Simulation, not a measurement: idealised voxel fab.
Process module under the name voxel capacitor over wiring
We display cut, a cross-section 230 nm in width whose square cells are each 5 nm.
We lay out every cross-section as a grid of square cells and spell it out in bands from the top down, where one band means one or more rows of cells.
Top height, bottom height, nm. Materials left to right, width each, nm. Single material + "all across" = fills band edge to edge. "air" = empty.
Height 0 is the level under which the wafer as received is all one material. The lowest band goes on downwards, as in "0 and below".
The two numbers in a width such as "30 to 40" mark its ends across the band: the first belongs to the top row of cells, the second to the bottom row, and from each row to the next the width moves by the same amount.
Key: "nothing changed" - step with no changed cell in the cross-section.
Basically, "Entrapped voids" tells you about the enclosed voids: empty spaces with no open way to the top, 8 cells or bigger, each written width x height at distance, where distance is from the left edge, all in nm.
Text after the settings on a step's line: the simulator's own remark on that step.
The line of a step may include "overlay nm". On a step with a mask, this value is how far to the right of its planned place the mask lay. A negative value means the mask lay to the left.

## The planned process steps are enumerated hereunder
| 1 | RECEIVE with material Si |
| 2 | CONFORMAL_DEP with material SiO2, thk nm 15 |
| 3 | CONFORMAL_DEP with material SiCN, thk nm 5 |
| 4 | DIRECTIONAL_DEP with material lowk, thk nm 25 |
| 5 | DIRECTIONAL_DEP with material aC, thk nm 15 |
| 6 | PATTERN with tone open, mask id METAL_1, material resist, width nm 25, pitch nm 95, thk nm 35, overlay nm 0 |
| 7 | DIRECTIONAL_ETCH with etch materials aC, depth nm 15 |
| 8 | STRIP with etch materials resist |
| 9 | DIRECTIONAL_ETCH with etch materials lowk, depth nm 25 |
| 10 | DIRECTIONAL_ETCH with etch materials SiCN, depth nm 5 |
| 11 | STRIP with etch materials aC |
| 12 | CONFORMAL_DEP with material TiN, thk nm 5 |
| 13 | FILL_DEP with material Ru, thk nm 5 |
| 14 | CMP with height nm 45 |
| 15 | CONFORMAL_DEP with material SiCN, thk nm 5 |
| 16 | DIRECTIONAL_DEP with material lowk, thk nm 15 |
| 17 | DIRECTIONAL_DEP with material aC, thk nm 15 |
| 18 | PATTERN with tone open, mask id PLUG_1, material resist, width nm 15, thk nm 30, overlay nm 0 |
| 19 | DIRECTIONAL_ETCH with etch materials aC, depth nm 15 |
| 20 | STRIP with etch materials resist |
| 21 | DIRECTIONAL_ETCH with etch materials lowk, depth nm 15 |
| 22 | DIRECTIONAL_ETCH with etch materials SiCN, depth nm 5 |
| 23 | STRIP with etch materials aC |
| 24 | CONFORMAL_DEP with material TiN, thk nm 5 |
| 25 | FILL_DEP with material W, thk nm 5 |
| 26 | CMP with height nm 65 |
| 27 | DIRECTIONAL_DEP with material TiN, thk nm 5 |
| 28 | DIRECTIONAL_DEP with material Al2O3, thk nm 5 |
| 29 | DIRECTIONAL_DEP with material TiN, thk nm 5 |
| 30 | DIRECTIONAL_DEP with material aC, thk nm 10 |
| 31 | PATTERN with tone cover, mask id UPPER_PLATE, material resist, width nm 75, thk nm 30, overlay nm 0 |
| 32 | DIRECTIONAL_ETCH with etch materials aC, depth nm 10 |
| 33 | STRIP with etch materials resist |
| 34 | DIRECTIONAL_ETCH with etch materials TiN, depth nm 5 |
| 35 | DIRECTIONAL_ETCH with etch materials Al2O3, depth nm 5 |
| 36 | STRIP with etch materials aC |
| 37 | MASKED_ETCH with tone cover, mask id LOWER_PLATE, width nm 85, etch materials TiN, depth nm 5, overlay nm 0 |
| 38 | FILL_DEP with material SiO2, thk nm 20 |
| 39 | CMP with height nm 95 |
| 40 | PATTERN with tone open, mask id PLUG_2, material resist, width nm 15, thk nm 15, overlay nm 0 |
| 41 | DIRECTIONAL_ETCH with etch materials SiO2, depth nm 15 |
| 42 | STRIP with etch materials resist |
| 43 | CONFORMAL_DEP with material TiN, thk nm 5 |
| 44 | FILL_DEP with material Cu, thk nm 5 |
| 45 | CMP with height nm 95 |
| 46 | CONFORMAL_DEP with material SiCN, thk nm 5 |

## Wafer as received: cross-section following step 1
* 0 and below  Si all across
* Entrapped voids: none

## Cross-section, end of module. Start: as above. Plan: as above. Execution: one mistake
* 100 down to 95  SiCN all across
* 95 down to 85  SiO2 75 nm  TiN 5 nm  Cu 5 nm  TiN 5 nm  SiO2 140 nm
* 85 down to 75  SiO2 75 to 65 nm  TiN 15 to 75 nm  SiO2 140 to 90 nm
* 75 down to 70  SiO2 65 nm  Al2O3 75 nm  SiO2 90 nm
* 70 down to 65  SiO2 60 nm  TiN 85 nm  SiO2 85 nm
* 65 down to 50  lowk 65 nm  TiN 5 nm  W 10 nm  TiN 5 nm  lowk 145 nm
* 50 down to 45  SiCN 65 nm  TiN 20 nm  SiCN 145 nm
* 45 down to 20  lowk 55 nm  TiN 5 nm  Ru 15 nm  TiN 5 nm  lowk 70 nm  TiN 5 nm  Ru 15 nm  TiN 5 nm  lowk 55 nm
* 20 down to 15  SiCN 55 nm  TiN 25 nm  SiCN 70 nm  TiN 25 nm  SiCN 55 nm
* 15 down to 0  SiO2 all across
* 0 and below  Si all across
* Entrapped voids: none
Plan not followed: the process deviated at step 18: the operation and settings actually run there were PATTERN with tone open, mask id PLUG_1, material resist, width nm 20, thk nm 30, overlay nm 0
